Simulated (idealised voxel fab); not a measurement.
voxel self aligned vias: a process module
Cross-sectional view cut (width: 245 nm; square cell size: 5 nm).
Reading order for cross-sections: top band down to bottom band. Underlying form: a grid of square cells. Band size: one or more rows of cells.
Each band's line starts with the height of the band's top and of its bottom, in nm. Then come its materials from left to right, each with its width in nm. One material with "throughout" fills the band from edge to edge. "blank" is empty space.
Ref level 0: as-received wafer is one material below here. Bottom band extends down with no lower bound ("0 down").
Width spec "30 to 40" -> top row of cells at first value, bottom row at second value, equal per-row change in between.
For the purposes of this document, the phrase "no modification" attached to a step denotes that no cell within the cross-section was modified by that step.
In "Enclosed internal voids" the enclosed voids are listed, meaning empty spaces of 8 cells or larger without any opening to the top. The form is width x height at distance, distance from the left edge, units nm.
Whatever follows a step's settings on its line is a remark the simulator itself makes about that step.
A step's line can hold "overlay nm"; with a mask on that step, the setting says how far right of the planned place the mask lay, while a negative setting says it lay to the left.
These are the steps we planned for the process
1. RECEIVE [material Si]
2. CONFORMAL_DEP [material SiO2] [thk nm 15]
3. CONFORMAL_DEP [material SiCN] [thk nm 5]
4. DIRECTIONAL_DEP [material SiO2] [thk nm 20]
5. MASKED_ETCH [tone open] [mask id LINES] [width nm 15] [pitch nm 60] [etch materials SiO2] [depth nm 20] [overlay nm 0]
6. CONFORMAL_DEP [material TiN] [thk nm 5]
7. FILL_DEP [material W] [thk nm 10]
8. CMP [height nm 40]
9. SELECTIVE_ETCH [etch materials W Ru TiN] [depth nm 10]
10. FILL_DEP [material SiN] [thk nm 5]
11. CMP [height nm 40]
12. DIRECTIONAL_DEP [material SiO2] [thk nm 15]
13. MASKED_ETCH [tone open] [mask id VIAS] [width nm 45] [pitch nm 60] [etch materials SiO2] [depth nm 15] [overlay nm 0]
14. MASKED_ETCH [tone open] [mask id VIAS] [width nm 45] [pitch nm 60] [etch materials SiN] [depth nm 10] [overlay nm 0]
15. CONFORMAL_DEP [material TiN] [thk nm 5]
16. FILL_DEP [material Cu] [thk nm 10]
17. CMP [height nm 55]
18. CONFORMAL_DEP [material SiCN] [thk nm 5]
The value of width nm given for step 5 in the plan refers to the first wafer; the wafers vary in this setting and are alike at the start.
first wafer as received, after step 1
0 down  Si throughout
Enclosed internal voids: none
Cross-sectional representation of the first of several wafers at the end of the module, i.e. after its terminal step, step 18
60 to 55  SiCN throughout
55 to 45  70 of SiO2 / 5 of TiN / 35 of Cu / 5 of TiN / 15 of SiO2 / 5 of TiN / 35 of Cu / 5 of TiN / 70 of SiO2
45 to 35  70 to 85 of SiO2 / 20 to 5 of TiN / 5 of Cu / 20 to 5 of TiN / 15 to 45 of SiO2 / 20 to 5 of TiN / 5 of Cu / 20 to 5 of TiN / 70 to 85 of SiO2
35 to 30  85 of SiO2 / 15 of TiN / 45 of SiO2 / 15 of TiN / 85 of SiO2
30 to 25  85 of SiO2 / 5 of TiN / 5 of W / 5 of TiN / 45 of SiO2 / 5 of TiN / 5 of W / 5 of TiN / 85 of SiO2
25 to 20  85 of SiO2 / 15 of TiN / 45 of SiO2 / 15 of TiN / 85 of SiO2
20 to 15  SiCN throughout
15 to 0  SiO2 throughout
0 down  Si throughout
Enclosed internal voids: none
Last wafer of the set, cross-sectioned at end of module
60 to 55  SiCN throughout
55 to 45  70 of SiO2 / 5 of TiN / 35 of Cu / 5 of TiN / 15 of SiO2 / 5 of TiN / 35 of Cu / 5 of TiN / 70 of SiO2
45 to 35  70 to 75 of SiO2 / 10 to 5 of TiN / 30 of Cu / 5 of TiN / 15 to 20 of SiO2 / 10 to 5 of TiN / 30 of Cu / 5 of TiN / 70 of SiO2
35 to 30  75 of SiO2 / 40 of TiN / 20 of SiO2 / 40 of TiN / 70 of SiO2
30 to 25  75 of SiO2 / 5 of TiN / 30 of W / 5 of TiN / 20 of SiO2 / 5 of TiN / 30 of W / 5 of TiN / 70 of SiO2
25 to 20  75 of SiO2 / 40 of TiN / 20 of SiO2 / 40 of TiN / 70 of SiO2
20 to 15  SiCN throughout
15 to 0  SiO2 throughout
0 down  Si throughout
Enclosed internal voids: none
So in this table every wafer gets its own row, and what you see is where it stands at the end of the module: for each material, how many cells it picked up (+) or gave up (-) since we received it, and after that its closed voids
width nm 15 | +32 Cu | +98 SiCN | +412 SiO2 | +44 TiN | +2 W | Enclosed internal voids: none
width nm 20 | +36 Cu | +98 SiCN | +404 SiO2 | +46 TiN | +4 W | Enclosed internal voids: none
width nm 25 | +40 Cu | +98 SiCN | +396 SiO2 | +48 TiN | +6 W | Enclosed internal voids: none
width nm 30 | +44 Cu | +98 SiCN | +388 SiO2 | +50 TiN | +8 W | Enclosed internal voids: none
width nm 35 | +48 Cu | +98 SiCN | +380 SiO2 | +52 TiN | +10 W | Enclosed internal voids: none
width nm 40 | +52 Cu | +98 SiCN | +372 SiO2 | +54 TiN | +12 W | Enclosed internal voids: none
